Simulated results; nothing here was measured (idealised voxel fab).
This is a process module. Its name is voxel gate over fins.
285 nm wide, 5 nm square cells: that's cross-section cut.
Just so we're on the same page, the cross-sections are grids of square cells, and they're listed out in bands top to bottom, each band one or more rows deep.
Top, bottom (nm), then materials left to right with widths (nm); lone material tagged "all across" fills the whole band edge to edge; "air" = empty space.
Heads up on the height convention: 0 is the point under which the incoming wafer is all one material, and the lowest band has no bottom, it just keeps going down, like "0 down".
When a width is written as two numbers, as in "30..40", the first number is the width in the top row of cells of the band and the second is the width in its bottom row, and the width changes by the same amount from each row to the next.
Step marked "stayed the same"? Then no cell in the cross-section changed in it.
Closed-off voids of 8+ cells (no open route to the top) go in "Closed void catalog", written width x height at distance from the left edge, in nm.
Anything after a step's settings on that line? It's the simulator's own note about the step.
overlay nm: mask right of planned place by this much (step with mask). Neg. = left.

### Set out below are the planned steps of the process
step 1: RECEIVE (material Si)
step 2: CONFORMAL_DEP (material SiN; thk nm 10)
step 3: PATTERN (tone cover; mask id FINS; material resist; width nm 15; pitch nm 40; thk nm 15; overlay nm 0)
step 4: DIRECTIONAL_ETCH (etch materials SiN; depth nm 10)
step 5: DIRECTIONAL_ETCH (etch materials Si; depth nm 30)
step 6: STRIP (etch materials resist)
step 7: FILL_DEP (material SiO2; thk nm 5)
step 8: CMP (height nm 10)
step 9: SELECTIVE_ETCH (etch materials SiO2; depth nm 25)
step 10: STRIP (etch materials SiN)
step 11: CONFORMAL_DEP (material HfO2; thk nm 5)
step 12: CONFORMAL_DEP (material TiN; thk nm 5)
step 13: FILL_DEP (material W; thk nm 10)
step 14: CMP (height nm 15)
step 15: CONFORMAL_DEP (material SiCN; thk nm 10)

### Incoming wafer in cross-section (state: after step 1)
- 0 down | Si all across
- Closed void catalog: none

### Figure: cross-sectional view of the wafer upon completion of the module, processed from the initial state and according to the plan depicted above, with one error introduced during execution
- 25 to 15 | SiCN all across
- 15 to 10 | W all across
- 10 to 5 | 100 nm W  85 nm TiN  100 nm W
- 5 to 0 | 100 nm W  5 nm TiN  35 nm HfO2  5 nm TiN  35 nm HfO2  5 nm TiN  100 nm W
- 0 to -5 | 100 nm W  5 nm TiN  5 nm HfO2  25 nm Si  5 nm HfO2  5 nm TiN  5 nm HfO2  25 nm Si  5 nm HfO2  5 nm TiN  100 nm W
- -5 to -10 | 105 nm TiN  5 nm HfO2  25 nm Si  5 nm HfO2  5 nm TiN  5 nm HfO2  25 nm Si  5 nm HfO2  105 nm TiN
- -10 to -15 | 110 nm HfO2  25 nm Si  15 nm HfO2  25 nm Si  110 nm HfO2
- -15 to -30 | 110 nm SiO2  25 nm Si  15 nm SiO2  25 nm Si  110 nm SiO2
- -30 down | Si all across
- Closed void catalog: none
The plan and the run diverged here: note that step 3 departed from the planned setting and was carried out as PATTERN (tone cover; mask id FINS; material resist; width nm 25; pitch nm 40; thk nm 15; overlay nm 0)
